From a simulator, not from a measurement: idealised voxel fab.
process module | voxel capacitor over wiring
cross-section cut | 145 nm wide | cells 5 nm
A cross-section is a grid of square cells, given in bands from the top down. A band is one or more rows of cells.
Each band's line starts with the height of the band's top and of its bottom, in nm. Then come its materials from left to right, each with its width in nm. One material with "throughout" fills the band from edge to edge. "air" is empty space.
Height 0 is the level under which the wafer as received is all one material. The lowest band goes on downwards, as in "0 down".
A width such as "30 to 40" changes by the same amount from each row of cells to the next, from the band's top row to its bottom row.
"no change" after a step means that no cell of the cross-section changed.
closed voids: empty space of 8 cells or more with no open way to the top, each as width x height at its distance from the left edge, in nm
after a step's settings: what the simulator itself notes on the step
overlay nm, on a step with a mask: how far to the right of its planned place the mask lay; to the left if negative
plan
1 op RECEIVE | material Si
2 op CONFORMAL_DEP | material SiO2 | thk nm 15
3 op CONFORMAL_DEP | material SiCN | thk nm 5
4 op DIRECTIONAL_DEP | material lowk | thk nm 15
5 op PATTERN | tone open | mask id METAL_1 | material resist | width nm 25 | pitch nm 90 | thk nm 15 | overlay nm 0
6 op DIRECTIONAL_ETCH | etch materials lowk | depth nm 15
7 op DIRECTIONAL_ETCH | etch materials SiCN | depth nm 5
8 op STRIP | etch materials resist
9 op CONFORMAL_DEP | material TiN | thk nm 5
10 op FILL_DEP | material Ru | thk nm 5
11 op CMP | height nm 35
12 op EPI | material Ru | thk nm 5
13 op FILL_DEP | material SiCN | thk nm 5
14 op DIRECTIONAL_DEP | material lowk | thk nm 10
15 op MASKED_ETCH | tone open | mask id PLUG_1 | width nm 15 | etch materials lowk | depth nm 10 | overlay nm 0
16 op MASKED_ETCH | tone open | mask id PLUG_1 | width nm 15 | etch materials SiCN | depth nm 5 | overlay nm 0
17 op CONFORMAL_DEP | material TiN | thk nm 5
18 op FILL_DEP | material Ru | thk nm 5
19 op CMP | height nm 55
20 op DIRECTIONAL_DEP | material TiN | thk nm 10
21 op DIRECTIONAL_DEP | material SiN | thk nm 5
22 op DIRECTIONAL_DEP | material TiN | thk nm 5
23 op PATTERN | tone cover | mask id UPPER_PLATE | material resist | width nm 70 | thk nm 20 | overlay nm 0
24 op DIRECTIONAL_ETCH | etch materials TiN | depth nm 5
25 op DIRECTIONAL_ETCH | etch materials SiN | depth nm 5
26 op STRIP | etch materials resist
27 op MASKED_ETCH | tone cover | mask id LOWER_PLATE | width nm 80 | etch materials TiN | depth nm 10 | overlay nm 0
28 op FILL_DEP | material SiO2 | thk nm 15
29 op CMP | height nm 85
30 op PATTERN | tone open | mask id PLUG_2 | material resist | width nm 15 | thk nm 20 | overlay nm 0
31 op DIRECTIONAL_ETCH | etch materials SiO2 | depth nm 10
32 op STRIP | etch materials resist
33 op CONFORMAL_DEP | material TiN | thk nm 5
34 op FILL_DEP | material Ru | thk nm 10
35 op CMP | height nm 85
36 op CONFORMAL_DEP | material SiCN | thk nm 5
as received, after step 1
  0 down: Si throughout
  closed voids: none
first wafer at the end, as planned
  90 to 85: SiCN throughout
  85 to 80: SiO2 35 | TiN 5 | Ru 5 | TiN 5 | SiO2 95
  80 to 70: SiO2 35 to 25 | TiN 15 to 70 | SiO2 95 to 50
  70 to 65: SiO2 25 | SiN 70 | SiO2 50
  65 to 55: SiO2 20 | TiN 80 | SiO2 45
  55 to 45: lowk 25 | TiN 5 | Ru 5 | TiN 5 | lowk 105
  45 to 40: SiCN 25 | TiN 15 | SiCN 105
  40 to 35: SiCN 10 | Ru 35 | SiCN 55 | Ru 35 | SiCN 10
  35 to 20: lowk 15 | TiN 5 | Ru 15 | TiN 5 | lowk 65 | TiN 5 | Ru 15 | TiN 5 | lowk 15
  20 to 15: SiCN 15 | TiN 25 | SiCN 65 | TiN 25 | SiCN 15
  15 to 0: SiO2 throughout
  0 down: Si throughout
  closed voids: none
second wafer at the end: like start, like plan, one mistake
  90 to 85: SiCN throughout
  85 to 80: SiO2 35 | TiN 5 | Ru 5 | TiN 5 | SiO2 95
  80 to 70: SiO2 35 to 25 | TiN 15 to 70 | SiO2 95 to 50
  70 to 65: SiO2 25 | SiN 70 | SiO2 50
  65 to 55: SiO2 20 | TiN 80 | SiO2 45
  55 to 45: lowk 25 | TiN 5 | Ru 5 | TiN 5 | lowk 105
  45 to 40: SiCN 25 | TiN 15 | SiCN 105
  40 to 35: SiCN 10 | Ru 15 | SiCN 5 | Ru 15 | SiCN 55 | Ru 15 | SiCN 5 | Ru 15 | SiCN 10
  35 to 20: lowk 15 | TiN 5 | SiO2 15 | TiN 5 | lowk 65 | TiN 5 | SiO2 15 | TiN 5 | lowk 15
  20 to 15: SiCN 15 | TiN 25 | SiCN 65 | TiN 25 | SiCN 15
  15 to 0: SiO2 throughout
  0 down: Si throughout
  closed voids: none
what went wrong: step 10 ran as: op FILL_DEP | material SiO2 | thk nm 5
at the end the second wafer has, in cells: 20 fewer of Ru | 2 more of SiCN | 18 more of SiO2
